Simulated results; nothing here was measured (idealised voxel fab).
process module | voxel trench capacitor
cross-section cut | 275 nm wide | cells 5 nm
A cross-section is a grid of square cells, given in bands from the top down. A band is one or more rows of cells.
Each band's line starts with the height of the band's top and of its bottom, in nm. Then come its materials from left to right, each with its width in nm. One material with "throughout" fills the band from edge to edge. "air" is empty space.
Height 0 is the level under which the wafer as received is all one material. The lowest band goes on downwards, as in "0 down".
A width such as "30 to 40" changes by the same amount from each row of cells to the next, from the band's top row to its bottom row.
"no change" after a step means that no cell of the cross-section changed.
closed voids: empty space of 8 cells or more with no open way to the top, each as width x height at its distance from the left edge, in nm
after a step's settings: what the simulator itself notes on the step
overlay nm, on a step with a mask: how far to the right of its planned place the mask lay; to the left if negative
plan
1 op RECEIVE | material Si
2 op CONFORMAL_DEP | material SiN | thk nm 10
3 op PATTERN | tone open | mask id TRENCH | material resist | width nm 25 | pitch nm 40 | thk nm 15 | overlay nm 0
4 op DIRECTIONAL_ETCH | etch materials SiN | depth nm 10
5 op DIRECTIONAL_ETCH | etch materials Si | depth nm 40
6 op STRIP | etch materials resist
7 op CONFORMAL_DEP | material Al2O3 | thk nm 5
8 op CONFORMAL_DEP | material TiN | thk nm 5
9 op FILL_DEP | material W | thk nm 10
10 op CMP | height nm 10
as received, after step 1
  0 down: Si throughout
  closed voids: none
a wafer at the end: this start, this plan, one mistake
  10 to 0: SiN 85 | TiN 5 | Al2O3 5 | W 5 | Al2O3 5 | TiN 5 | SiN 15 | TiN 5 | Al2O3 5 | W 5 | Al2O3 5 | TiN 5 | SiN 15 | TiN 5 | Al2O3 5 | W 5 | Al2O3 5 | TiN 5 | SiN 85
  0 to -30: Si 85 | TiN 5 | Al2O3 5 | W 5 | Al2O3 5 | TiN 5 | Si 15 | TiN 5 | Al2O3 5 | W 5 | Al2O3 5 | TiN 5 | Si 15 | TiN 5 | Al2O3 5 | W 5 | Al2O3 5 | TiN 5 | Si 85
  -30 to -35: Si 85 | TiN 5 | Al2O3 15 | TiN 5 | Si 15 | TiN 5 | Al2O3 15 | TiN 5 | Si 15 | TiN 5 | Al2O3 15 | TiN 5 | Si 85
  -35 to -40: Si 85 | TiN 25 | Si 15 | TiN 25 | Si 15 | TiN 25 | Si 85
  -40 down: Si throughout
  closed voids: none
what went wrong: steps 7 and 8 were swapped
